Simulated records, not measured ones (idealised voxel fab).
Process module, titled voxel gate over fins
For reference, the cross-section in this document is cut, with width 230 nm and square cells of 5 nm.
In this document a cross-section is written as a grid of square cells. It is given as a series of bands, listed from the top down, and a band is one or more rows of cells. It is stipulated that each band's entry specify, in nanometres, the height of the top of the band and then that of its bottom, followed by the materials of the band in left-to-right sequence, each together with its width in nanometres. A single material marked by the word "throughout" is understood to fill the band from edge to edge; the word "blank" is understood to denote empty space. It should be noted that heights are counted from 0, beneath which the wafer as supplied is of one material throughout, and that the lowest band possesses no lower boundary but continues downward, as written in "z 0 and below". Width: "30 to 40" (first number = top row, second number = bottom row, same change from row to row of cells). "no alteration" means the step left every cell of the cross-section as it was. Closed empty spaces (no open way to the top) of 8 cells or more are what "Voids, fully enclosed" lists, each as width x height at distance from the left edge, nm for all three. It should be noted that, on the line of a given step, the content following the step's settings is a remark produced by the simulator itself with respect to that step. The "overlay nm" setting may appear on a step's line; for a step that uses a mask, it gives how far to the right of its planned position the mask lay, and a negative value indicates the left.

-- List of planned process steps
step 1: RECEIVE [material Si]
step 2: CONFORMAL_DEP [material SiN] [thk nm 5]
step 3: PATTERN [tone cover] [mask id FINS] [material resist] [width nm 15] [pitch nm 50] [thk nm 20] [overlay nm 0]
step 4: DIRECTIONAL_ETCH [etch materials SiN] [depth nm 5]
step 5: DIRECTIONAL_ETCH [etch materials Si] [depth nm 40]
step 6: STRIP [etch materials resist]
step 7: FILL_DEP [material SiO2] [thk nm 15]
step 8: CMP [height nm 5]
step 9: PATTERN [tone open] [mask id RAIL] [material resist] [width nm 15] [thk nm 20] [overlay nm 0]
step 10: DIRECTIONAL_ETCH [etch materials SiO2] [depth nm 40]
step 11: STRIP [etch materials resist]
step 12: CONFORMAL_DEP [material TiN] [thk nm 5]
step 13: FILL_DEP [material Ru] [thk nm 5]
step 14: CMP [height nm 5]
step 15: SELECTIVE_ETCH [etch materials W Ru TiN] [depth nm 25]
step 16: FILL_DEP [material SiO2] [thk nm 5]
step 17: CMP [height nm 5]
step 18: SELECTIVE_ETCH [etch materials SiO2] [depth nm 15]
step 19: STRIP [etch materials SiN]
step 20: CONFORMAL_DEP [material HfO2] [thk nm 5]
step 21: CONFORMAL_DEP [material TiN] [thk nm 5]
step 22: FILL_DEP [material W] [thk nm 10]
step 23: CMP [height nm 15]
step 24: CONFORMAL_DEP [material SiCN] [thk nm 10]

-- Wafer at receipt (post step 1), cross-section
    z 0 and below  Si throughout
    Voids, fully enclosed: none

-- Figure: cross-sectional view of the wafer upon completion of the module, processed from the initial state and according to the plan depicted above, with one error introduced during execution
    z 25 to 15  SiCN throughout
    z 15 to 10  W throughout
    z 10 to 5  45 W; 35 TiN; 15 W; 35 TiN; 15 W; 35 TiN; 50 W
    z 5 to 0  45 W; 5 TiN; 25 HfO2; 5 TiN; 15 W; 5 TiN; 25 HfO2; 5 TiN; 15 W; 5 TiN; 25 HfO2; 5 TiN; 50 W
    z 0 to -10  45 W; 5 TiN; 5 HfO2; 15 Si; 5 HfO2; 5 TiN; 15 W; 5 TiN; 5 HfO2; 15 Si; 5 HfO2; 5 TiN; 15 W; 5 TiN; 5 HfO2; 15 Si; 5 HfO2; 5 TiN; 50 W
    z -10 to -15  45 W; 5 TiN; 5 HfO2; 15 Si; 5 HfO2; 25 TiN; 5 HfO2; 15 Si; 5 HfO2; 5 TiN; 15 W; 5 TiN; 5 HfO2; 15 Si; 5 HfO2; 5 TiN; 50 W
    z -15 to -20  50 TiN; 5 HfO2; 15 Si; 35 HfO2; 15 Si; 5 HfO2; 25 TiN; 5 HfO2; 15 Si; 5 HfO2; 55 TiN
    z -20 to -25  55 HfO2; 15 Si; 10 HfO2; 5 TiN; 5 Ru; 5 TiN; 10 HfO2; 15 Si; 35 HfO2; 15 Si; 60 HfO2
    z -25 to -30  55 SiO2; 15 Si; 10 SiO2; 5 TiN; 5 Ru; 5 TiN; 10 SiO2; 15 Si; 35 SiO2; 15 Si; 60 SiO2
    z -30 to -35  55 SiO2; 15 Si; 10 SiO2; 15 TiN; 10 SiO2; 15 Si; 35 SiO2; 15 Si; 60 SiO2
    z -35 to -40  55 SiO2; 15 Si; 35 SiO2; 15 Si; 35 SiO2; 15 Si; 60 SiO2
    z -40 and below  Si throughout
    Voids, fully enclosed: none
Finding, execution versus plan: execution of plan step 18 occurred twice
